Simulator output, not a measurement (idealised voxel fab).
process module | voxel released beams
cross-section cut | 165 nm wide | cells 5 nm
A cross-section is a grid of square cells, given in bands from the top down. A band is one or more rows of cells.
Each band's line starts with the height of the band's top and of its bottom, in nm. Then come its materials from left to right, each with its width in nm. One material with "throughout" fills the band from edge to edge. "air" is empty space.
Height 0 is the level under which the wafer as received is all one material. The lowest band goes on downwards, as in "0 down".
A width such as "30 to 40" changes by the same amount from each row of cells to the next, from the band's top row to its bottom row.
"no change" after a step means that no cell of the cross-section changed.
closed voids: empty space of 8 cells or more with no open way to the top, each as width x height at its distance from the left edge, in nm
after a step's settings: what the simulator itself notes on the step
overlay nm, on a step with a mask: how far to the right of its planned place the mask lay; to the left if negative
plan
1 op RECEIVE | material Si
2 op CONFORMAL_DEP | material SiN | thk nm 5
3 op DIRECTIONAL_DEP | material SiO2 | thk nm 20
4 op MASKED_ETCH | tone open | mask id ANCHOR | width nm 35 | etch materials SiO2 | depth nm 20 | overlay nm 0
5 op CONFORMAL_DEP | material polySi | thk nm 15
6 op MASKED_ETCH | tone cover | mask id BEAM | width nm 95 | etch materials polySi | depth nm 15 | overlay nm 0
7 op STRIP | etch materials SiO2
first wafer, as planned
as received, after step 1
  0 down: Si throughout
  closed voids: none
after step 2
  5 to 0: SiN throughout
  below 0: unchanged
after step 3
  25 to 5: SiO2 throughout
  below 5: unchanged
after step 4
  25 to 5: SiO2 35 | air 35 | SiO2 95
  below 5: unchanged
after step 5
  40 to 25: polySi 50 | air 5 | polySi 110
  25 to 20: SiO2 35 | polySi 15 | air 5 | polySi 15 | SiO2 95
  20 to 5: SiO2 35 | polySi 35 | SiO2 95
  below 5: unchanged
after step 6
  40 to 25: air 30 | polySi 20 | air 5 | polySi 70 | air 40
  below 25: unchanged
after step 7
  40 to 25: air 30 | polySi 20 | air 5 | polySi 70 | air 40
  25 to 20: air 35 | polySi 15 | air 5 | polySi 15 | air 95
  20 to 5: air 35 | polySi 35 | air 95
  below 5: unchanged
second wafer: like start, like plan, one mistake. Through step 1 it matches the first wafer
when step 2 should have ended
  20 to 0: SiO2 throughout
  below 0: unchanged
when step 3 should have ended
  25 to 20: SiN throughout
  below 20: unchanged
when step 4 should have ended: no change
when step 5 should have ended
  40 to 25: polySi throughout
  below 25: unchanged
when step 6 should have ended
  40 to 25: air 30 | polySi 95 | air 40
  below 25: unchanged
when step 7 should have ended: no change
what went wrong: steps 2 and 3 were swapped
at the end the second wafer has, in cells: 132 more of SiO2 | 24 fewer of polySi
